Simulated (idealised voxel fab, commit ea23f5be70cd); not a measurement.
Module name: voxel transistor to metal (process module)
For reference, the cross-section in this document is cut, with width 185 nm and square cells of 5 nm.
Cross-section layout: square cells on a grid; listed as bands, top to bottom; a band spans one or more cell rows.
Band: top and bottom heights (nm) first, top before bottom; then materials from left to right, widths in nm. "edge to edge" marks a sole material filling the band edge to edge. "air" denotes empty space.
All heights in this document are referenced to 0, defined as the level beneath which the wafer, as received, consists entirely of one material. The lowest band is not bounded below; it extends indefinitely downward and is written in the form "top 0, no bottom".
You'd read "30 to 40" like this: the band's top row of cells is as wide as the first number, its bottom row is as wide as the second, and going down, every row changes width by the same amount as the row before did.
Key: "all unchanged" - step with no changed cell in the cross-section.
"Fully sealed cavities" lists enclosed empty spaces (at least 8 cells, no open path upward to the top), each as width x height at distance from the left edge, in nm.
On a step's line, text after the settings is the simulator commenting on that step.
overlay nm: step with mask; distance mask lay right of planned place; negative value = left of planned place.
### The process steps that were planned are listed below
step 1: RECEIVE with material Si
step 2: CONFORMAL_DEP with material SiO2, thk nm 5
step 3: CONFORMAL_DEP with material SiN, thk nm 10
step 4: PATTERN with tone cover, mask id ACTIVE, material resist, width nm 115, thk nm 20, overlay nm 0
step 5: DIRECTIONAL_ETCH with etch materials SiN, depth nm 10
step 6: DIRECTIONAL_ETCH with etch materials SiO2, depth nm 5
step 7: DIRECTIONAL_ETCH with etch materials Si, depth nm 35
step 8: STRIP with etch materials resist
step 9: OXIDIZE with depth nm 5
step 10: FILL_DEP with material SiO2, thk nm 5
step 11: CMP with height nm 15
step 12: SELECTIVE_ETCH with etch materials SiO2, depth nm 10
step 13: STRIP with etch materials SiN
step 14: SELECTIVE_ETCH with etch materials SiO2, depth nm 5
step 15: OXIDIZE with depth nm 5
step 16: DIRECTIONAL_DEP with material polySi, thk nm 25
step 17: DIRECTIONAL_DEP with material SiCN, thk nm 15
step 18: MASKED_ETCH with tone cover, mask id GATE, width nm 25, etch materials SiCN, depth nm 25, overlay nm 0
step 19: MASKED_ETCH with tone cover, mask id GATE, width nm 25, etch materials polySi, depth nm 35, overlay nm 0
step 20: CONFORMAL_DEP with material SiO2, thk nm 5
step 21: DIRECTIONAL_ETCH with etch materials SiO2, depth nm 5
step 22: CONFORMAL_DEP with material SiN, thk nm 10
step 23: DIRECTIONAL_ETCH with etch materials SiN, depth nm 10
step 24: DIRECTIONAL_ETCH with etch materials SiO2, depth nm 5
step 25: EPI with material pSi, thk nm 5
step 26: FILL_DEP with material SiO2, thk nm 10
step 27: CMP with height nm 25
step 28: STRIP with etch materials polySi
step 29: SELECTIVE_ETCH with etch materials SiO2, depth nm 5
step 30: CONFORMAL_DEP with material HfO2, thk nm 5
step 31: CONFORMAL_DEP with material TiN, thk nm 5
step 32: FILL_DEP with material W, thk nm 10
step 33: CMP with height nm 20
step 34: DIRECTIONAL_DEP with material SiO2, thk nm 15
step 35: PATTERN with tone open, mask id CONTACT, material resist, width nm 15, pitch nm 80, thk nm 20, overlay nm 0
step 36: DIRECTIONAL_ETCH with etch materials SiO2, depth nm 35
step 37: STRIP with etch materials resist
step 38: CONFORMAL_DEP with material TiN, thk nm 5
step 39: FILL_DEP with material Ru, thk nm 5
step 40: CMP with height nm 35
step 41: CONFORMAL_DEP with material SiN, thk nm 5
step 42: DIRECTIONAL_DEP with material lowk, thk nm 20
step 43: MASKED_ETCH with tone open, mask id METAL_1, width nm 15, pitch nm 80, etch materials lowk, depth nm 20, overlay nm 0
step 44: MASKED_ETCH with tone open, mask id METAL_1, width nm 15, pitch nm 80, etch materials SiN, depth nm 5, overlay nm 0
step 45: CONFORMAL_DEP with material TiN, thk nm 5
step 46: FILL_DEP with material Cu, thk nm 10
step 47: CMP with height nm 60
step 48: CONFORMAL_DEP with material SiN, thk nm 5
Split variable: thk nm, step 41. Plan value = first wafer. Wafers start alike.
### So this is the first of several wafers, cross-sectioned as it came to us, meaning it's at the end of step 1
> top 0, no bottom = Si edge to edge
> Fully sealed cavities: none
### The table below has one row for each wafer; a row shows, as of the end of the module, how many cells of each material the wafer has gained, marked (+), or lost, marked (-), since it was received, and then the wafer's closed voids
thk nm 5; +8 Cu; +15 HfO2; +12 Ru; -149 Si; +84 SiN; +303 SiO2; +63 TiN; +9 W; +124 lowk; +12 pSi; Fully sealed cavities: none
thk nm 10; +6 Cu; +15 HfO2; +12 Ru; -149 Si; +121 SiN; +303 SiO2; +59 TiN; +9 W; +93 lowk; +12 pSi; Fully sealed cavities: none
thk nm 15; +4 Cu; +15 HfO2; +12 Ru; -149 Si; +158 SiN; +303 SiO2; +55 TiN; +9 W; +62 lowk; +12 pSi; Fully sealed cavities: none
thk nm 20; +2 Cu; +15 HfO2; +12 Ru; -149 Si; +195 SiN; +303 SiO2; +51 TiN; +9 W; +31 lowk; +12 pSi; Fully sealed cavities: none
